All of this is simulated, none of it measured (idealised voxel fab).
process module | voxel wiring stack
cross-section cut | 140 nm wide | cells 5 nm
A cross-section is a grid of square cells, given in bands from the top down. A band is one or more rows of cells.
Each band's line starts with the height of the band's top and of its bottom, in nm. Then come its materials from left to right, each with its width in nm. One material with "throughout" fills the band from edge to edge. "air" is empty space.
Height 0 is the level under which the wafer as received is all one material. The lowest band goes on downwards, as in "0 down".
A width such as "30 to 40" changes by the same amount from each row of cells to the next, from the band's top row to its bottom row.
"no change" after a step means that no cell of the cross-section changed.
closed voids: empty space of 8 cells or more with no open way to the top, each as width x height at its distance from the left edge, in nm
after a step's settings: what the simulator itself notes on the step
overlay nm, on a step with a mask: how far to the right of its planned place the mask lay; to the left if negative
plan
1 op RECEIVE | material Si
2 op CONFORMAL_DEP | material SiO2 | thk nm 10
3 op CONFORMAL_DEP | material SiCN | thk nm 5
4 op DIRECTIONAL_DEP | material SiO2 | thk nm 25
5 op MASKED_ETCH | tone open | mask id METAL_1 | width nm 20 | pitch nm 35 | etch materials SiO2 | depth nm 25 | overlay nm 0
6 op MASKED_ETCH | tone open | mask id METAL_1 | width nm 20 | pitch nm 35 | etch materials SiCN | depth nm 5 | overlay nm 0
7 op CONFORMAL_DEP | material TiN | thk nm 5
8 op FILL_DEP | material W | thk nm 10
9 op CMP | height nm 40
10 op EPI | material Ru | thk nm 5
11 op FILL_DEP | material SiCN | thk nm 5
12 op DIRECTIONAL_DEP | material lowk | thk nm 10
13 op PATTERN | tone open | mask id PLUG_1 | material resist | width nm 15 | pitch nm 70 | thk nm 20 | overlay nm 0
14 op DIRECTIONAL_ETCH | etch materials lowk | depth nm 10
15 op DIRECTIONAL_ETCH | etch materials SiCN | depth nm 5
16 op STRIP | etch materials resist
17 op CONFORMAL_DEP | material TiN | thk nm 5
18 op FILL_DEP | material W | thk nm 5
19 op CMP | height nm 60
20 op DIRECTIONAL_DEP | material TiN | thk nm 5
21 op DIRECTIONAL_DEP | material Ru | thk nm 20
22 op MASKED_ETCH | tone cover | mask id METAL_2 | width nm 20 | pitch nm 35 | etch materials Ru | depth nm 20 | overlay nm 0
23 op MASKED_ETCH | tone cover | mask id METAL_2 | width nm 20 | pitch nm 35 | etch materials TiN | depth nm 5 | overlay nm 0
24 op CONFORMAL_DEP | material SiN | thk nm 5
25 op FILL_DEP | material lowk | thk nm 10
26 op CMP | height nm 85
27 op CONFORMAL_DEP | material SiCN | thk nm 5
28 op DIRECTIONAL_DEP | material SiO2 | thk nm 35
29 op PATTERN | tone open | mask id METAL_3 | material resist | width nm 20 | pitch nm 35 | thk nm 15 | overlay nm 0
30 op DIRECTIONAL_ETCH | etch materials SiO2 | depth nm 20
31 op STRIP | etch materials resist
32 op PATTERN | tone open | mask id METAL_3_HOLES | material resist | width nm 15 | pitch nm 35 | thk nm 15 | overlay nm 0
33 op DIRECTIONAL_ETCH | etch materials SiO2 | depth nm 15
34 op DIRECTIONAL_ETCH | etch materials SiCN | depth nm 5
35 op STRIP | etch materials resist
36 op CONFORMAL_DEP | material TiN | thk nm 5
37 op FILL_DEP | material Cu | thk nm 10
38 op CMP | height nm 125
39 op CONFORMAL_DEP | material SiN | thk nm 5
varied across the wafers: width nm of step 13. The plan shows the first wafer's value. All wafers start alike
first wafer as received, after step 1
  0 down: Si throughout
  closed voids: none
each wafer at the end: cells of each material gained (+) or lost (-) since it was received, then its closed voids
width nm 15 | +30 Cu | +66 Ru | +67 SiCN | +68 SiN | +257 SiO2 | +122 TiN | +34 W | +84 lowk | closed voids: none
width nm 20 | +30 Cu | +66 Ru | +65 SiCN | +68 SiN | +257 SiO2 | +124 TiN | +38 W | +80 lowk | closed voids: none
width nm 25 | +30 Cu | +66 Ru | +63 SiCN | +68 SiN | +257 SiO2 | +126 TiN | +42 W | +76 lowk | closed voids: none
width nm 30 | +30 Cu | +66 Ru | +61 SiCN | +68 SiN | +257 SiO2 | +128 TiN | +46 W | +72 lowk | closed voids: none
